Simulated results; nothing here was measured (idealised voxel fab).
The process module that follows is named voxel self aligned contacts.
In the cross-section labelled cut, the width is 240 nm and each square cell is 5 nm.
Format of a cross-section: grid, square cells. Given as bands. Order: top down. Band: one or more rows of cells. Heads up on the band format: heights come first, top then bottom, in nm. After that it's the materials left to right, each with its width in nm. A single material flagged "full width" fills the whole band edge to edge, and "air" means there's empty space there. Measure heights from 0. That's the level where, below it, the as-received wafer is all one material. The lowest band is bottomless and extends downward; write it as in "0 and below". You'd read "30..40" like this: the band's top row of cells is as wide as the first number, its bottom row is as wide as the second, and going down, every row changes width by the same amount as the row before did. Take "all unchanged" at face value: in the step it is given for, the cross-section changed in none of its cells. What "Entrapped void list" gives you is every empty space of 8 cells or more that is cut off from the top. Each appears as width x height at distance, with the distance taken from the left edge and width, height and distance all in nm. That trailing text on a step's line, after the settings, is the simulator's own remark on the step. You can add "overlay nm" to a step's line. For a step with a mask, it describes how far the mask lay to the right of its planned position, and a negative number describes a lay to the left.
## Steps in the process plan
1) RECEIVE with material Si
2) OXIDIZE with depth nm 5
3) DIRECTIONAL_DEP with material polySi, thk nm 30
4) DIRECTIONAL_DEP with material SiN, thk nm 20
5) PATTERN with tone cover, mask id GATE, material resist, width nm 25, pitch nm 70, thk nm 20, overlay nm 0
6) DIRECTIONAL_ETCH with etch materials SiN, depth nm 20
7) DIRECTIONAL_ETCH with etch materials polySi, depth nm 30
8) STRIP with etch materials resist
9) CONFORMAL_DEP with material SiN, thk nm 10
10) DIRECTIONAL_ETCH with etch materials SiN, depth nm 10
11) FILL_DEP with material SiO2, thk nm 10
12) CMP with height nm 55
13) PATTERN with tone open, mask id CONTACT, material resist, width nm 55, thk nm 15, overlay nm -15
14) DIRECTIONAL_ETCH with etch materials SiO2, depth nm 60
15) STRIP with etch materials resist
16) CONFORMAL_DEP with material TiN, thk nm 5
17) FILL_DEP with material W, thk nm 10
18) CMP with height nm 55
19) CONFORMAL_DEP with material SiCN, thk nm 5
The wafers are alike at the start. At step 13, their overlay nm differs. The plan lists the first wafer's value.
## Received condition of the first of several wafers, sectioned: post-step 1
* 0 and below: Si full width
* Entrapped void list: none
## each wafer at the end: cells of each material gained (+) or lost (-) since it was received, then its closed voids
overlay nm -15, -48 Si, +48 SiCN, +120 SiN, +330 SiO2, +33 TiN, +33 W, +60 polySi, Entrapped void list: none
overlay nm -10, -48 Si, +48 SiCN, +120 SiN, +330 SiO2, +33 TiN, +33 W, +60 polySi, Entrapped void list: none
overlay nm -5, -48 Si, +48 SiCN, +120 SiN, +330 SiO2, +33 TiN, +33 W, +60 polySi, Entrapped void list: none
overlay nm 0, -48 Si, +48 SiCN, +120 SiN, +330 SiO2, +33 TiN, +33 W, +60 polySi, Entrapped void list: none
overlay nm 5, -48 Si, +48 SiCN, +120 SiN, +330 SiO2, +33 TiN, +33 W, +60 polySi, Entrapped void list: none
overlay nm 10, -48 Si, +48 SiCN, +120 SiN, +330 SiO2, +33 TiN, +33 W, +60 polySi, Entrapped void list: none
overlay nm 15, -48 Si, +48 SiCN, +120 SiN, +330 SiO2, +33 TiN, +33 W, +60 polySi, Entrapped void list: none
